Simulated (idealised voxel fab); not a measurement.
voxel transistor to metal: a process module
200 nm wide, 5 nm square cells: that's cross-section cut.
If you're reading a cross-section in this doc, picture square cells in a grid; it comes to you as bands, top ones listed first down to the bottom, and a band can be one or more rows of cells.
Each band's line starts with the height of the band's top and of its bottom, in nm. Then come its materials from left to right, each with its width in nm. One material with "throughout" fills the band from edge to edge. "blank" is empty space.
The level at which height equals 0 is the one under which the wafer, as it arrives, is entirely one material. No lower edge exists for the bottom band, which continues downward and is notated as in "0 nm and below".
Width: "30->40" (first number = top row, second number = bottom row, same change from row to row of cells).
Where the words "everything unchanged" appear for a step, the cross-section shows no cell changed by that step; every cell remained as before.
"Enclosed voids": sealed empty spaces, 8 cells or more, no open way to top, listed width x height at distance, with distance from the left edge and width, height and distance in nm.
Anything after a step's settings on that line? It's the simulator's own note about the step.
"overlay nm" answers the question of how far to the right of plan the mask lay on a step that has a mask, and when it is negative the answer is to the left.
Heads up before you read on: it's before/after pairs around one process step each, after side only down to the lowest band that changed, step plus settings under the pair. Pairs can be from different runs of this module, same starting wafer, so only chain a pair onto the one above if its "Geometry before processing" entry says so.

Geometry before processing
  105 nm to 85 nm  50 of lowk | 20 of blank | 60 of lowk | 20 of blank | 50 of lowk
  85 nm to 70 nm  50 of lowk | 15 of blank | 65 of lowk | 15 of blank | 55 of lowk
  70 nm to 65 nm  50 of SiCN | 15 of blank | 65 of SiCN | 15 of blank | 55 of SiCN
  65 nm to 50 nm  50 of lowk | 20 of Ru | 60 of lowk | 20 of Ru | 50 of lowk
  50 nm to 45 nm  50 of lowk | 20 of TiN | 60 of lowk | 20 of TiN | 50 of lowk
  45 nm to 30 nm  50 of SiO2 | 5 of TiN | 15 of W | 5 of TiN | 55 of SiO2 | 5 of TiN | 15 of W | 5 of TiN | 45 of SiO2
  30 nm to 20 nm  50 of SiO2 | 5 of TiN | 15 of W | 5 of TiN | 5 of SiO2 | 5 of SiN | 5 of SiO2 | 20 of SiCN | 5 of SiO2 | 5 of SiN | 10 of SiO2 | 5 of TiN | 15 of W | 5 of TiN | 45 of SiO2
  20 nm to 10 nm  50 of SiO2 | 5 of TiN | 15 of W | 5 of TiN | 5 of SiO2 | 5 of SiN | 5 of SiO2 | 20 of polySi | 5 of SiO2 | 5 of SiN | 10 of SiO2 | 5 of TiN | 15->10 of W | 5->10 of TiN | 45 of SiO2
  10 nm to 0 nm  45 of SiO2 | 5 of SiN | 5->10 of TiN | 15->10 of W | 5 of TiN | 5 of SiO2 | 5 of SiN | 5 of SiO2 | 20 of polySi | 5 of SiO2 | 5 of SiN | 10 of SiO2 | 5 of TiN | 10->5 of W | 5->10 of TiN | 5 of SiN | 45 of SiO2
  0 nm to -5 nm  50 of SiO2 | 5 of pSi | 20 of TiN | 5 of pSi | 40 of SiO2 | 5 of pSi | 5 of SiO2 | 15 of TiN | 5 of pSi | 50 of SiO2
  -5 nm to -10 nm  45 of SiO2 | 5 of Si | 30 of pSi | 40 of Si | 30 of pSi | 5 of Si | 45 of SiO2
  -10 nm to -25 nm  45 of SiO2 | 110 of Si | 45 of SiO2
  -25 nm and below  Si throughout
  Enclosed voids: none

Resulting Cross-Section
  110 nm to 105 nm  55 of TiN | 10 of blank | 70 of TiN | 10 of blank | 55 of TiN
  105 nm to 90 nm  50 of lowk | 5 of TiN | 10 of blank | 5 of TiN | 60 of lowk | 5 of TiN | 10 of blank | 5 of TiN | 50 of lowk
  90 nm to 85 nm  50 of lowk | 5 of TiN | 5 of blank | 10 of TiN | 60 of lowk | 5 of TiN | 5 of blank | 10 of TiN | 50 of lowk
  85 nm to 70 nm  50 of lowk | 5 of TiN | 5 of blank | 5 of TiN | 65 of lowk | 5 of TiN | 5 of blank | 5 of TiN | 55 of lowk
  70 nm to 65 nm  50 of SiCN | 15 of TiN | 65 of SiCN | 15 of TiN | 55 of SiCN
  Below 65, the layers are the same as they were.
  Enclosed voids: none
What sits between those two cross-sections? CONFORMAL_DEP, material TiN, thk nm 5

Geometry before processing: as shown after the step in the preceding pair, directly above.

Resulting Cross-Section
  120 nm to 110 nm  Ru throughout
  110 nm to 105 nm  55 of TiN | 10 of Ru | 70 of TiN | 10 of Ru | 55 of TiN
  105 nm to 90 nm  50 of lowk | 5 of TiN | 10 of Ru | 5 of TiN | 60 of lowk | 5 of TiN | 10 of Ru | 5 of TiN | 50 of lowk
  90 nm to 85 nm  50 of lowk | 5 of TiN | 5 of Ru | 10 of TiN | 60 of lowk | 5 of TiN | 5 of Ru | 10 of TiN | 50 of lowk
  85 nm to 70 nm  50 of lowk | 5 of TiN | 5 of Ru | 5 of TiN | 65 of lowk | 5 of TiN | 5 of Ru | 5 of TiN | 55 of lowk
  Below 70, the layers are the same as they were.
  Enclosed voids: none
What sits between those two cross-sections? FILL_DEP, material Ru, thk nm 10

Geometry before processing: as shown after the step in the preceding pair, directly above.

Resulting Cross-Section
  105 nm to 90 nm  50 of lowk | 5 of TiN | 10 of Ru | 5 of TiN | 60 of lowk | 5 of TiN | 10 of Ru | 5 of TiN | 50 of lowk
  Below 90, the layers are the same as they were.
  Enclosed voids: none
What sits between those two cross-sections? CMP, height nm 105

Geometry before processing: as shown after the step in the preceding pair, directly above.

Resulting Cross-Section
  110 nm to 105 nm  SiCN throughout
  Below 105, the layers are the same as they were.
  Enclosed voids: none
What sits between those two cross-sections? CONFORMAL_DEP, material SiCN, thk nm 5

Geometry before processing
  105 nm to 70 nm  50 of lowk | 15 of blank | 65 of lowk | 15 of blank | 55 of lowk
  70 nm to 65 nm  SiCN throughout
  65 nm to 50 nm  50 of lowk | 20 of Ru | 60 of lowk | 20 of Ru | 50 of lowk
  50 nm to 45 nm  50 of lowk | 20 of TiN | 60 of lowk | 20 of TiN | 50 of lowk
  45 nm to 30 nm  50 of SiO2 | 5 of TiN | 10 of W | 5 of TiN | 60 of SiO2 | 5 of TiN | 10 of W | 5 of TiN | 50 of SiO2
  30 nm to 20 nm  50 of SiO2 | 5 of TiN | 10 of W | 5 of TiN | 10 of SiO2 | 5 of SiN | 5 of SiO2 | 20 of SiCN | 5 of SiO2 | 5 of SiN | 10 of SiO2 | 5 of TiN | 10 of W | 5 of TiN | 50 of SiO2
  20 nm to 10 nm  50 of SiO2 | 5 of TiN | 10 of W | 5 of TiN | 10 of SiO2 | 5 of SiN | 5 of SiO2 | 20 of polySi | 5 of SiO2 | 5 of SiN | 10 of SiO2 | 5 of TiN | 10 of W | 5 of TiN | 50 of SiO2
  10 nm to 0 nm  45 of SiO2 | 5 of SiN | 5->10 of TiN | 10->5 of W | 5 of TiN | 10 of SiO2 | 5 of SiN | 5 of SiO2 | 20 of polySi | 5 of SiO2 | 5 of SiN | 10 of SiO2 | 5 of TiN | 10->5 of W | 5->10 of TiN | 5 of SiN | 45 of SiO2
  0 nm to -5 nm  50 of SiO2 | 5 of pSi | 15 of TiN | 5 of SiO2 | 5 of pSi | 40 of SiO2 | 5 of pSi | 5 of SiO2 | 15 of TiN | 5 of pSi | 50 of SiO2
  -5 nm to -10 nm  45 of SiO2 | 5 of Si | 30 of pSi | 40 of Si | 30 of pSi | 5 of Si | 45 of SiO2
  -10 nm to -25 nm  45 of SiO2 | 110 of Si | 45 of SiO2
  -25 nm and below  Si throughout
  Enclosed voids: none

Resulting Cross-Section
  125 nm to 105 nm  40 of resist | 20 of blank | 60 of resist | 20 of blank | 60 of resist
  105 nm to 70 nm  50 of lowk | 10 of blank | 5 of resist | 65 of lowk | 10 of blank | 5 of resist | 55 of lowk
  Below 70, the layers are the same as they were.
  Enclosed voids: none
What sits between those two cross-sections? PATTERN, tone open, mask id METAL_2, material resist, width nm 20, pitch nm 80, thk nm 20, overlay nm -10

Geometry before processing: as shown after the step in the preceding pair, directly above.

Resulting Cross-Section
  125 nm to 105 nm  40 of resist | 20 of blank | 60 of resist | 20 of blank | 60 of resist
  105 nm to 85 nm  40 of lowk | 20 of blank | 5 of resist | 55 of lowk | 20 of blank | 5 of resist | 55 of lowk
  Below 85, the layers are the same as they were.
  Enclosed voids: none
What sits between those two cross-sections? DIRECTIONAL_ETCH, etch materials lowk, depth nm 20

Geometry before processing: as shown after the step in the preceding pair, directly above.

Resulting Cross-Section
  125 nm to 105 nm  40 of resist | 20 of blank | 60 of resist | 20 of blank | 60 of resist
  105 nm to 85 nm  40 of lowk | 20 of blank | 5 of resist | 55 of lowk | 20 of blank | 5 of resist | 55 of lowk
  85 nm to 70 nm  50 of lowk | 10 of blank | 5 of resist | 65 of lowk | 10 of blank | 5 of resist | 55 of lowk
  70 nm to 65 nm  50 of SiCN | 10 of blank | 70 of SiCN | 10 of blank | 60 of SiCN
  Below 65, the layers are the same as they were.
  Enclosed voids: none
What sits between those two cross-sections? DIRECTIONAL_ETCH, etch materials SiCN, depth nm 5

Geometry before processing: as shown after the step in the preceding pair, directly above.

Resulting Cross-Section
  105 nm to 85 nm  40 of lowk | 25 of blank | 55 of lowk | 25 of blank | 55 of lowk
  85 nm to 70 nm  50 of lowk | 15 of blank | 65 of lowk | 15 of blank | 55 of lowk
  Below 70, the layers are the same as they were.
  Enclosed voids: none
What sits between those two cross-sections? STRIP, etch materials resist

Geometry before processing: as shown after the step in the preceding pair, directly above.

Resulting Cross-Section
  110 nm to 105 nm  45 of TiN | 15 of blank | 65 of TiN | 15 of blank | 60 of TiN
  105 nm to 90 nm  40 of lowk | 5 of TiN | 15 of blank | 5 of TiN | 55 of lowk | 5 of TiN | 15 of blank | 5 of TiN | 55 of lowk
  90 nm to 85 nm  40 of lowk | 15 of TiN | 5 of blank | 5 of TiN | 55 of lowk | 15 of TiN | 5 of blank | 5 of TiN | 55 of lowk
  85 nm to 75 nm  50 of lowk | 5 of TiN | 5 of blank | 5 of TiN | 65 of lowk | 5 of TiN | 5 of blank | 5 of TiN | 55 of lowk
  75 nm to 70 nm  50 of lowk | 15 of TiN | 65 of lowk | 15 of TiN | 55 of lowk
  70 nm to 65 nm  50 of SiCN | 10 of TiN | 70 of SiCN | 10 of TiN | 60 of SiCN
  Below 65, the layers are the same as they were.
  Enclosed voids: none
What sits between those two cross-sections? CONFORMAL_DEP, material TiN, thk nm 5

Geometry before processing: as shown after the step in the preceding pair, directly above.

Resulting Cross-Section
  120 nm to 110 nm  Ru throughout
  110 nm to 105 nm  45 of TiN | 15 of Ru | 65 of TiN | 15 of Ru | 60 of TiN
  105 nm to 90 nm  40 of lowk | 5 of TiN | 15 of Ru | 5 of TiN | 55 of lowk | 5 of TiN | 15 of Ru | 5 of TiN | 55 of lowk
  90 nm to 85 nm  40 of lowk | 15 of TiN | 5 of Ru | 5 of TiN | 55 of lowk | 15 of TiN | 5 of Ru | 5 of TiN | 55 of lowk
  85 nm to 75 nm  50 of lowk | 5 of TiN | 5 of Ru | 5 of TiN | 65 of lowk | 5 of TiN | 5 of Ru | 5 of TiN | 55 of lowk
  Below 75, the layers are the same as they were.
  Enclosed voids: none
What sits between those two cross-sections? FILL_DEP, material Ru, thk nm 10

Geometry before processing: as shown after the step in the preceding pair, directly above.

Resulting Cross-Section
  105 nm to 90 nm  40 of lowk | 5 of TiN | 15 of Ru | 5 of TiN | 55 of lowk | 5 of TiN | 15 of Ru | 5 of TiN | 55 of lowk
  Below 90, the layers are the same as they were.
  Enclosed voids: none
What sits between those two cross-sections? CMP, height nm 105

Geometry before processing: as shown after the step in the preceding pair, directly above.

Resulting Cross-Section
  110 nm to 105 nm  SiCN throughout
  Below 105, the layers are the same as they were.
  Enclosed voids: none
What sits between those two cross-sections? CONFORMAL_DEP, material SiCN, thk nm 5

Geometry before processing
  105 nm to 85 nm  50 of lowk | 20 of blank | 60 of lowk | 20 of blank | 50 of lowk
  85 nm to 70 nm  50 of lowk | 15 of blank | 65 of lowk | 15 of blank | 55 of lowk
  70 nm to 65 nm  50 of SiCN | 15 of blank | 65 of SiCN | 15 of blank | 55 of SiCN
  65 nm to 50 nm  50 of lowk | 20 of Ru | 60 of lowk | 20 of Ru | 50 of lowk
  50 nm to 45 nm  50 of lowk | 20 of TiN | 60 of lowk | 20 of TiN | 50 of lowk
  45 nm to 30 nm  50 of SiO2 | 5 of TiN | 10 of W | 5 of TiN | 60 of SiO2 | 5 of TiN | 10 of W | 5 of TiN | 50 of SiO2
  30 nm to 20 nm  50 of SiO2 | 5 of TiN | 10 of W | 5 of TiN | 10 of SiO2 | 5 of SiN | 5 of SiO2 | 20 of SiCN | 5 of SiO2 | 5 of SiN | 10 of SiO2 | 5 of TiN | 10 of W | 5 of TiN | 50 of SiO2
  20 nm to 10 nm  50 of SiO2 | 5 of TiN | 10 of W | 5 of TiN | 10 of SiO2 | 5 of SiN | 5 of SiO2 | 20 of polySi | 5 of SiO2 | 5 of SiN | 10 of SiO2 | 5 of TiN | 10 of W | 5 of TiN | 50 of SiO2
  10 nm to 0 nm  45 of SiO2 | 5 of SiN | 5->10 of TiN | 10->5 of W | 5 of TiN | 10 of SiO2 | 5 of SiN | 5 of SiO2 | 20 of polySi | 5 of SiO2 | 5 of SiN | 10 of SiO2 | 5 of TiN | 10->5 of W | 5->10 of TiN | 5 of SiN | 45 of SiO2
  0 nm to -5 nm  50 of SiO2 | 5 of pSi | 15 of TiN | 5 of SiO2 | 5 of pSi | 40 of SiO2 | 5 of pSi | 5 of SiO2 | 15 of TiN | 5 of pSi | 50 of SiO2
  -5 nm to -10 nm  45 of SiO2 | 5 of Si | 30 of pSi | 40 of Si | 30 of pSi | 5 of Si | 45 of SiO2
  -10 nm to -25 nm  45 of SiO2 | 110 of Si | 45 of SiO2
  -25 nm and below  Si throughout
  Enclosed voids: none

Resulting Cross-Section
  110 nm to 105 nm  55 of SiCN | 10 of blank | 70 of SiCN | 10 of blank | 55 of SiCN
  105 nm to 90 nm  50 of lowk | 5 of SiCN | 10 of blank | 5 of SiCN | 60 of lowk | 5 of SiCN | 10 of blank | 5 of SiCN | 50 of lowk
  90 nm to 85 nm  50 of lowk | 5 of SiCN | 5 of blank | 10 of SiCN | 60 of lowk | 5 of SiCN | 5 of blank | 10 of SiCN | 50 of lowk
  85 nm to 70 nm  50 of lowk | 5 of SiCN | 5 of blank | 5 of SiCN | 65 of lowk | 5 of SiCN | 5 of blank | 5 of SiCN | 55 of lowk
  70 nm to 65 nm  SiCN throughout
  Below 65, the layers are the same as they were.
  Enclosed voids: none
What sits between those two cross-sections? CONFORMAL_DEP, material SiCN, thk nm 5

Geometry before processing: as shown after the step in the preceding pair, directly above.

Resulting Cross-Section
  120 nm to 110 nm  Ru throughout
  110 nm to 105 nm  55 of SiCN | 10 of Ru | 70 of SiCN | 10 of Ru | 55 of SiCN
  105 nm to 90 nm  50 of lowk | 5 of SiCN | 10 of Ru | 5 of SiCN | 60 of lowk | 5 of SiCN | 10 of Ru | 5 of SiCN | 50 of lowk
  90 nm to 85 nm  50 of lowk | 5 of SiCN | 5 of Ru | 10 of SiCN | 60 of lowk | 5 of SiCN | 5 of Ru | 10 of SiCN | 50 of lowk
  85 nm to 70 nm  50 of lowk | 5 of SiCN | 5 of Ru | 5 of SiCN | 65 of lowk | 5 of SiCN | 5 of Ru | 5 of SiCN | 55 of lowk
  Below 70, the layers are the same as they were.
  Enclosed voids: none
What sits between those two cross-sections? FILL_DEP, material Ru, thk nm 10

Geometry before processing: as shown after the step in the preceding pair, directly above.

Resulting Cross-Section
  105 nm to 90 nm  50 of lowk | 5 of SiCN | 10 of Ru | 5 of SiCN | 60 of lowk | 5 of SiCN | 10 of Ru | 5 of SiCN | 50 of lowk
  Below 90, the layers are the same as they were.
  Enclosed voids: none
What sits between those two cross-sections? CMP, height nm 105

Geometry before processing: as shown after the step in the preceding pair, directly above.

Resulting Cross-Section
  110 nm to 105 nm  SiCN throughout
  Below 105, the layers are the same as they were.
  Enclosed voids: none
What sits between those two cross-sections? CONFORMAL_DEP, material SiCN, thk nm 5

Geometry before processing
  105 nm to 70 nm  50 of lowk | 15 of blank | 65 of lowk | 15 of blank | 55 of lowk
  70 nm to 65 nm  SiCN throughout
  65 nm to 50 nm  50 of lowk | 20 of Ru | 60 of lowk | 20 of Ru | 50 of lowk
  50 nm to 45 nm  50 of lowk | 20 of TiN | 60 of lowk | 20 of TiN | 50 of lowk
  45 nm to 30 nm  50 of SiO2 | 5 of TiN | 10 of W | 5 of TiN | 60 of SiO2 | 5 of TiN | 10 of W | 5 of TiN | 50 of SiO2
  30 nm to 20 nm  50 of SiO2 | 5 of TiN | 10 of W | 5 of TiN | 10 of SiO2 | 5 of SiN | 5 of SiO2 | 20 of SiCN | 5 of SiO2 | 5 of SiN | 10 of SiO2 | 5 of TiN | 10 of W | 5 of TiN | 50 of SiO2
  20 nm to 10 nm  50 of SiO2 | 5 of TiN | 10 of W | 5 of TiN | 10 of SiO2 | 5 of SiN | 5 of SiO2 | 20 of polySi | 5 of SiO2 | 5 of SiN | 10 of SiO2 | 5 of TiN | 10 of W | 5 of TiN | 50 of SiO2
  10 nm to 0 nm  45 of SiO2 | 5 of SiN | 5->10 of TiN | 10->5 of W | 5 of TiN | 10 of SiO2 | 5 of SiN | 5 of SiO2 | 20 of polySi | 5 of SiO2 | 5 of SiN | 10 of SiO2 | 5 of TiN | 10->5 of W | 5->10 of TiN | 5 of SiN | 45 of SiO2
  0 nm to -5 nm  50 of SiO2 | 5 of pSi | 15 of TiN | 5 of SiO2 | 5 of pSi | 40 of SiO2 | 5 of pSi | 5 of SiO2 | 15 of TiN | 5 of pSi | 50 of SiO2
  -5 nm to -10 nm  45 of SiO2 | 5 of Si | 30 of pSi | 40 of Si | 30 of pSi | 5 of Si | 45 of SiO2
  -10 nm to -25 nm  45 of SiO2 | 110 of Si | 45 of SiO2
  -25 nm and below  Si throughout
  Enclosed voids: none

Resulting Cross-Section
  125 nm to 105 nm  50 of blank | 20 of resist | 60 of blank | 20 of resist | 50 of blank
  105 nm to 70 nm  50 of lowk | 15 of resist | 65 of lowk | 15 of resist | 55 of lowk
  Below 70, the layers are the same as they were.
  Enclosed voids: none
What sits between those two cross-sections? PATTERN, tone cover, mask id METAL_2, material resist, width nm 20, pitch nm 80, thk nm 20, overlay nm 0

Geometry before processing: as shown after the step in the preceding pair, directly above.

Resulting Cross-Section
  125 nm to 105 nm  50 of blank | 20 of resist | 60 of blank | 20 of resist | 50 of blank
  105 nm to 85 nm  50 of blank | 15 of resist | 5 of lowk | 60 of blank | 15 of resist | 5 of lowk | 50 of blank
  Below 85, the layers are the same as they were.
  Enclosed voids: none
What sits between those two cross-sections? DIRECTIONAL_ETCH, etch materials lowk, depth nm 20

Geometry before processing: as shown after the step in the preceding pair, directly above.

Resulting Cross-Section
  105 nm to 85 nm  65 of blank | 5 of lowk | 75 of blank | 5 of lowk | 50 of blank
  85 nm to 70 nm  50 of lowk | 15 of blank | 65 of lowk | 15 of blank | 55 of lowk
  Below 70, the layers are the same as they were.
  Enclosed voids: none
What sits between those two cross-sections? STRIP, etch materials resist

Geometry before processing: as shown after the step in the preceding pair, directly above.

Resulting Cross-Section
  110 nm to 105 nm  60 of blank | 15 of TiN | 65 of blank | 15 of TiN | 45 of blank
  105 nm to 90 nm  60 of blank | 5 of TiN | 5 of lowk | 5 of TiN | 65 of blank | 5 of TiN | 5 of lowk | 5 of TiN | 45 of blank
  90 nm to 85 nm  55 of TiN | 5 of blank | 5 of TiN | 5 of lowk | 65 of TiN | 5 of blank | 5 of TiN | 5 of lowk | 50 of TiN
  85 nm to 75 nm  50 of lowk | 5 of TiN | 5 of blank | 5 of TiN | 65 of lowk | 5 of TiN | 5 of blank | 5 of TiN | 55 of lowk
  75 nm to 70 nm  50 of lowk | 15 of TiN | 65 of lowk | 15 of TiN | 55 of lowk
  Below 70, the layers are the same as they were.
  Enclosed voids: none
What sits between those two cross-sections? CONFORMAL_DEP, material TiN, thk nm 5

Geometry before processing: as shown after the step in the preceding pair, directly above.

Resulting Cross-Section
  120 nm to 110 nm  Ru throughout
  110 nm to 105 nm  60 of Ru | 15 of TiN | 65 of Ru | 15 of TiN | 45 of Ru
  105 nm to 90 nm  60 of Ru | 5 of TiN | 5 of lowk | 5 of TiN | 65 of Ru | 5 of TiN | 5 of lowk | 5 of TiN | 45 of Ru
  90 nm to 85 nm  55 of TiN | 5 of Ru | 5 of TiN | 5 of lowk | 65 of TiN | 5 of Ru | 5 of TiN | 5 of lowk | 50 of TiN
  85 nm to 75 nm  50 of lowk | 5 of TiN | 5 of Ru | 5 of TiN | 65 of lowk | 5 of TiN | 5 of Ru | 5 of TiN | 55 of lowk
  Below 75, the layers are the same as they were.
  Enclosed voids: none
What sits between those two cross-sections? FILL_DEP, material Ru, thk nm 10

Geometry before processing: as shown after the step in the preceding pair, directly above.

Resulting Cross-Section
  105 nm to 90 nm  60 of Ru | 5 of TiN | 5 of lowk | 5 of TiN | 65 of Ru | 5 of TiN | 5 of lowk | 5 of TiN | 45 of Ru
  Below 90, the layers are the same as they were.
  Enclosed voids: none
What sits between those two cross-sections? CMP, height nm 105

Geometry before processing: as shown after the step in the preceding pair, directly above.

Resulting Cross-Section
  110 nm to 105 nm  SiCN throughout
  Below 105, the layers are the same as they were.
  Enclosed voids: none
What sits between those two cross-sections? CONFORMAL_DEP, material SiCN, thk nm 5
